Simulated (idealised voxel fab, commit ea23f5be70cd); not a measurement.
Presented below is a process module, voxel self aligned vias.
The width of the displayed cross-section, cut, is 245 nm; its cells are square, with a size of 5 nm.
A cross-section in this document is a grid of square cells, and it is written down as bands, the top band listed before the ones below it; a band is made up of one or more rows of cells.
It is stipulated that each band's entry specify, in nanometres, the height of the top of the band and then that of its bottom, followed by the materials of the band in left-to-right sequence, each together with its width in nanometres. A single material marked by the word "full width" is understood to fill the band from edge to edge; the word "blank" is understood to denote empty space.
Height datum 0, below which the as-received substrate wafer is one material. Lowest band open at the bottom, running downward: "0 down".
A width such as "30->40" changes by the same amount from each row of cells to the next, from the band's top row to its bottom row.
"remains unaltered" after a step means that no cell of the cross-section changed.
Under "Closed internal voids" you'll find the enclosed gaps, the ones with no way out to the top, that are 8 cells or bigger; each reads width x height at distance, with distance counted from the left edge, everything in nm.
It should be noted that, on the line of a given step, the content following the step's settings is a remark produced by the simulator itself with respect to that step.
What "overlay nm" on a step's line means: if the step has a mask, that mask lay this far to the right of its planned place, or, when the value is negative, to the left.
**Process steps - plan**
1. RECEIVE: material Si
2. CONFORMAL_DEP: material SiO2, thk nm 10
3. CONFORMAL_DEP: material SiCN, thk nm 5
4. DIRECTIONAL_DEP: material SiO2, thk nm 20
5. DIRECTIONAL_DEP: material aC, thk nm 10
6. PATTERN: tone open, mask id LINES, material resist, width nm 30, pitch nm 60, thk nm 30, overlay nm 0
7. DIRECTIONAL_ETCH: etch materials aC, depth nm 10
8. STRIP: etch materials resist
9. DIRECTIONAL_ETCH: etch materials SiO2, depth nm 20
10. STRIP: etch materials aC
11. CONFORMAL_DEP: material TiN, thk nm 5
12. FILL_DEP: material W, thk nm 10
13. CMP: height nm 35
14. SELECTIVE_ETCH: etch materials W Ru TiN, depth nm 10
15. FILL_DEP: material SiN, thk nm 10
16. CMP: height nm 35
17. DIRECTIONAL_DEP: material SiO2, thk nm 15
18. MASKED_ETCH: tone open, mask id VIAS, width nm 40, etch materials SiO2, depth nm 15, overlay nm -15
19. MASKED_ETCH: tone open, mask id VIAS, width nm 40, etch materials SiN, depth nm 10, overlay nm 0
20. CONFORMAL_DEP: material TiN, thk nm 5
21. FILL_DEP: material W, thk nm 5
22. CMP: height nm 50
23. CONFORMAL_DEP: material SiN, thk nm 5
Don't read the plan's overlay nm for step 18 as applying to every wafer: that's the first wafer's value, and the wafers differ in it, though they all start identical.
**First of several wafers (as received, post step 1), cross-sectional view**
    0 down | Si full width
    Closed internal voids: none
**Cross-sectional representation of the first of several wafers at the end of the module, i.e. after its terminal step, step 23**
    55 to 50 | SiN full width
    50 to 40 | 55 of SiO2  5 of TiN  30 of W  5 of TiN  150 of SiO2
    40 to 35 | 55 of SiO2  25 of TiN  10 of W  5 of TiN  150 of SiO2
    35 to 30 | 75 of SiO2  5 of TiN  10 of W  5 of TiN  10 of SiN  30 of SiO2  30 of SiN  80 of SiO2
    30 to 25 | 75 of SiO2  20 of TiN  10 of SiN  30 of SiO2  30 of SiN  80 of SiO2
    25 to 20 | 75 of SiO2  5 of TiN  20 of W  5 of TiN  30 of SiO2  5 of TiN  20 of W  5 of TiN  80 of SiO2
    20 to 15 | 75 of SiO2  30 of TiN  30 of SiO2  30 of TiN  80 of SiO2
    15 to 10 | SiCN full width
    10 to 0 | SiO2 full width
    0 down | Si full width
    Closed internal voids: none
**Of the several wafers, the last: cross-section at the end of the module**
    55 to 50 | SiN full width
    50 to 40 | 85 of SiO2  5 of TiN  30 of W  5 of TiN  120 of SiO2
    40 to 35 | 85 of SiO2  5 of TiN  10 of W  25 of TiN  120 of SiO2
    35 to 30 | 75 of SiO2  10 of SiN  5 of TiN  10 of W  5 of TiN  30 of SiO2  30 of SiN  80 of SiO2
    30 to 25 | 75 of SiO2  10 of SiN  20 of TiN  30 of SiO2  30 of SiN  80 of SiO2
    25 to 20 | 75 of SiO2  5 of TiN  20 of W  5 of TiN  30 of SiO2  5 of TiN  20 of W  5 of TiN  80 of SiO2
    20 to 15 | 75 of SiO2  30 of TiN  30 of SiO2  30 of TiN  80 of SiO2
    15 to 10 | SiCN full width
    10 to 0 | SiO2 full width
    0 down | Si full width
    Closed internal voids: none
**The rows of the table below are wafers. Looking at the end of the module, a row counts, for every material, the cells the wafer has gained, shown as (+), or lost, shown as (-), since it was received; its closed voids come next**
overlay nm -15, +49 SiCN, +65 SiN, +369 SiO2, +32 TiN, +24 W, Closed internal voids: none
overlay nm -10, +49 SiCN, +63 SiN, +369 SiO2, +32 TiN, +26 W, Closed internal voids: none
overlay nm -5, +49 SiCN, +61 SiN, +369 SiO2, +32 TiN, +28 W, Closed internal voids: none
overlay nm 0, +49 SiCN, +61 SiN, +369 SiO2, +32 TiN, +28 W, Closed internal voids: none
overlay nm 5, +49 SiCN, +61 SiN, +369 SiO2, +32 TiN, +28 W, Closed internal voids: none
overlay nm 10, +49 SiCN, +63 SiN, +369 SiO2, +32 TiN, +26 W, Closed internal voids: none
overlay nm 15, +49 SiCN, +65 SiN, +369 SiO2, +32 TiN, +24 W, Closed internal voids: none
